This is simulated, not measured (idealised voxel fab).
A process module follows: voxel wiring stack.
Square cell edge 5 nm, section width 200 nm, ID cut.
A cross-section is written here as square cells arranged in a grid, and it is given in bands from the top down, each band taking up one or more rows of cells. Band entry format. Leading values: height of top, height of bottom, nm. Remainder: materials in left-to-right order, each with its width in nm. Special words: "throughout" on a single material, which then fills the band edge to edge; "air", empty space. Convention: height 0 is the level below which the wafer, as received, is all one material. The lowest band does not terminate at the bottom but continues downward, represented as "0 nm and below". Width: "30..40" (first number = top row, second number = bottom row, same change from row to row of cells). Reading "all unchanged" for a step: not a cell of the cross-section changed in it. "Completely enclosed voids" specifies each empty space that is not open to the top and that occupies no fewer than 8 cells, using the form width x height at distance, the distance measured from the left edge and all three quantities in nm. Where a step's line continues beyond its settings, the continuation is a remark by the simulator itself on that step. "overlay nm" denotes, for a step that has a mask, the displacement of the mask to the right of its planned place, with negative values corresponding to the left.

### Process steps - plan
1,RECEIVE: material Si
2,CONFORMAL_DEP: material SiO2, thk nm 15
3,CONFORMAL_DEP: material SiCN, thk nm 5
4,DIRECTIONAL_DEP: material lowk, thk nm 20
5,DIRECTIONAL_DEP: material aC, thk nm 10
6,PATTERN: tone open, mask id METAL_1, material resist, width nm 25, pitch nm 40, thk nm 25, overlay nm 0
7,DIRECTIONAL_ETCH: etch materials aC, depth nm 10
8,STRIP: etch materials resist
9,DIRECTIONAL_ETCH: etch materials lowk, depth nm 20
10,DIRECTIONAL_ETCH: etch materials SiCN, depth nm 5
11,STRIP: etch materials aC
12,CONFORMAL_DEP: material TiN, thk nm 5
13,FILL_DEP: material Ru, thk nm 10
14,CMP: height nm 40
15,CONFORMAL_DEP: material SiCN, thk nm 5
16,DIRECTIONAL_DEP: material lowk, thk nm 35
17,DIRECTIONAL_DEP: material aC, thk nm 15
18,PATTERN: tone open, mask id METAL_2_HOLES, material resist, width nm 15, pitch nm 40, thk nm 30, overlay nm 0
19,DIRECTIONAL_ETCH: etch materials aC, depth nm 15
20,STRIP: etch materials resist
21,DIRECTIONAL_ETCH: etch materials lowk, depth nm 35
22,STRIP: etch materials aC
23,DIRECTIONAL_DEP: material aC, thk nm 10
24,PATTERN: tone open, mask id METAL_2, material resist, width nm 25, pitch nm 40, thk nm 25, overlay nm 0
25,DIRECTIONAL_ETCH: etch materials aC, depth nm 10
26,STRIP: etch materials resist
27,DIRECTIONAL_ETCH: etch materials lowk, depth nm 20
28,DIRECTIONAL_ETCH: etch materials SiCN, depth nm 5
29,STRIP: etch materials aC
30,CONFORMAL_DEP: material TiN, thk nm 5
31,FILL_DEP: material Cu, thk nm 5
32,CMP: height nm 80
33,CONFORMAL_DEP: material SiCN, thk nm 5
34,DIRECTIONAL_DEP: material lowk, thk nm 10
35,MASKED_ETCH: tone open, mask id PLUG_2, width nm 15, pitch nm 80, etch materials lowk, depth nm 10, overlay nm 0
36,MASKED_ETCH: tone open, mask id PLUG_2, width nm 15, pitch nm 80, etch materials SiCN, depth nm 5, overlay nm 0
37,CONFORMAL_DEP: material TiN, thk nm 5
38,FILL_DEP: material W, thk nm 10
39,CMP: height nm 95
40,DIRECTIONAL_DEP: material TiN, thk nm 5
41,DIRECTIONAL_DEP: material Ru, thk nm 25
42,PATTERN: tone cover, mask id METAL_3, material resist, width nm 25, pitch nm 40, thk nm 20, overlay nm 0
43,DIRECTIONAL_ETCH: etch materials Ru, depth nm 25
44,DIRECTIONAL_ETCH: etch materials TiN, depth nm 5
45,STRIP: etch materials resist
46,FILL_DEP: material lowk, thk nm 10
47,CMP: height nm 125
48,CONFORMAL_DEP: material SiCN, thk nm 5
The plan shows the width nm of step 35 as the first wafer had it; this setting differs between the wafers, which start out alike.

### This is how the first of several wafers looked in cross-section when it arrived, which is after step 1
	0 nm and below = Si throughout
	Completely enclosed voids: none

### Every row in this table is a wafer at the end of the module, and it gives, for each of the materials, the cells that wafer has gained (+) or lost (-) since it was received, then its closed voids
width nm 15; +52 Cu; +148 Ru; +122 SiCN; +120 SiO2; +162 TiN; +4 W; +432 lowk; Completely enclosed voids: none
width nm 20; +52 Cu; +148 Ru; +122 SiCN; +120 SiO2; +164 TiN; +6 W; +428 lowk; Completely enclosed voids: none
width nm 25; +52 Cu; +148 Ru; +122 SiCN; +120 SiO2; +166 TiN; +8 W; +424 lowk; Completely enclosed voids: none
width nm 30; +52 Cu; +148 Ru; +122 SiCN; +120 SiO2; +168 TiN; +10 W; +420 lowk; Completely enclosed voids: none
